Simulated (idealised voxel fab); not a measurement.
Name of the process module below: voxel self aligned contacts
The width of the displayed cross-section, cut, is 240 nm; its cells are square, with a size of 5 nm.
Cross-section format: a grid of square cells, given as bands from top to bottom; each band is one or more rows of cells.
In this notation a band is specified by the heights of its top and bottom, in that order and in nm, after which its materials appear from left to right, each paired with its width in nm. The word "edge to edge" attached to a single material means that material fills the band from edge to edge; the word "blank" stands for empty space.
Below 0: as-received wafer, all one material; heights counted from there. Lowest band: no bottom, goes on down, written "0 down".
The expression "30 to 40" gives the width at the extremes of the band, the first number at its top row of cells and the second at its bottom row, with the width changing by equal amounts from each row to the next in between.
"nothing different", as given for a step, is the statement that not any cell of the cross-section underwent a change during that step.
Closed-off voids of 8+ cells (no open route to the top) go in "Entrapped void list", written width x height at distance from the left edge, in nm.
It should be noted that, on the line of a given step, the content following the step's settings is a remark produced by the simulator itself with respect to that step.
For masked steps, "overlay nm" on the step line gives how far right of plan the mask actually lay; a minus sign means it lay to the left.
The steps planned for the process are as follows:
| 1 | RECEIVE,material Si |
| 2 | CONFORMAL_DEP,material SiO2,thk nm 5 |
| 3 | DIRECTIONAL_DEP,material polySi,thk nm 25 |
| 4 | DIRECTIONAL_DEP,material SiN,thk nm 20 |
| 5 | DIRECTIONAL_DEP,material aC,thk nm 10 |
| 6 | PATTERN,tone cover,mask id GATE,material resist,width nm 35,pitch nm 75,thk nm 25,overlay nm 0 |
| 7 | DIRECTIONAL_ETCH,etch materials aC,depth nm 10 |
| 8 | STRIP,etch materials resist |
| 9 | DIRECTIONAL_ETCH,etch materials SiN,depth nm 20 |
| 10 | DIRECTIONAL_ETCH,etch materials polySi,depth nm 25 |
| 11 | STRIP,etch materials aC |
| 12 | CONFORMAL_DEP,material SiN,thk nm 10 |
| 13 | DIRECTIONAL_ETCH,etch materials SiN,depth nm 10 |
| 14 | FILL_DEP,material SiO2,thk nm 10 |
| 15 | CMP,height nm 55 |
| 16 | MASKED_ETCH,tone open,mask id CONTACT,width nm 60,etch materials SiO2,depth nm 55,overlay nm 0 |
| 17 | CONFORMAL_DEP,material TiN,thk nm 5 |
| 18 | FILL_DEP,material W,thk nm 5 |
| 19 | CMP,height nm 55 |
| 20 | CONFORMAL_DEP,material SiCN,thk nm 5 |
Wafer at receipt (post step 1), cross-section:
> 0 down  Si edge to edge
> Entrapped void list: none
Here's the cross-section of the first of our two wafers at the end of the module - it ran as planned:
> 60 to 55  SiCN edge to edge
> 55 to 50  90 of SiO2; 25 of TiN; 10 of W; 25 of TiN; 90 of SiO2
> 50 to 30  55 of SiO2; 55 of SiN; 5 of TiN; 10 of W; 5 of TiN; 55 of SiN; 55 of SiO2
> 30 to 5  55 of SiO2; 10 of SiN; 35 of polySi; 10 of SiN; 5 of TiN; 10 of W; 5 of TiN; 10 of SiN; 35 of polySi; 10 of SiN; 55 of SiO2
> 5 to 0  110 of SiO2; 20 of TiN; 110 of SiO2
> 0 down  Si edge to edge
> Entrapped void list: none
Second of two wafers, module complete, sectioned: it shares the first wafer's start and plan but was run with one mistake:
> 60 to 55  SiCN edge to edge
> 55 to 40  55 of SiO2; 55 of SiN; 5 of TiN; 10 of W; 5 of TiN; 55 of SiN; 55 of SiO2
> 40 to 35  55 of SiO2; 55 of SiN; 20 of TiN; 55 of SiN; 55 of SiO2
> 35 to 30  SiN edge to edge
> 30 to 5  polySi edge to edge
> 5 to 0  SiO2 edge to edge
> 0 down  Si edge to edge
> Entrapped void list: none
Here's what went sideways: step 4 was run on a setting that differed from the plan, and what really ran there is DIRECTIONAL_DEP,material SiN,thk nm 25
Per the end-of-run cell counts, the second wafer holds more or fewer of some materials than the first: +8 SiN; -142 SiO2; -22 TiN; -14 W; +170 polySi
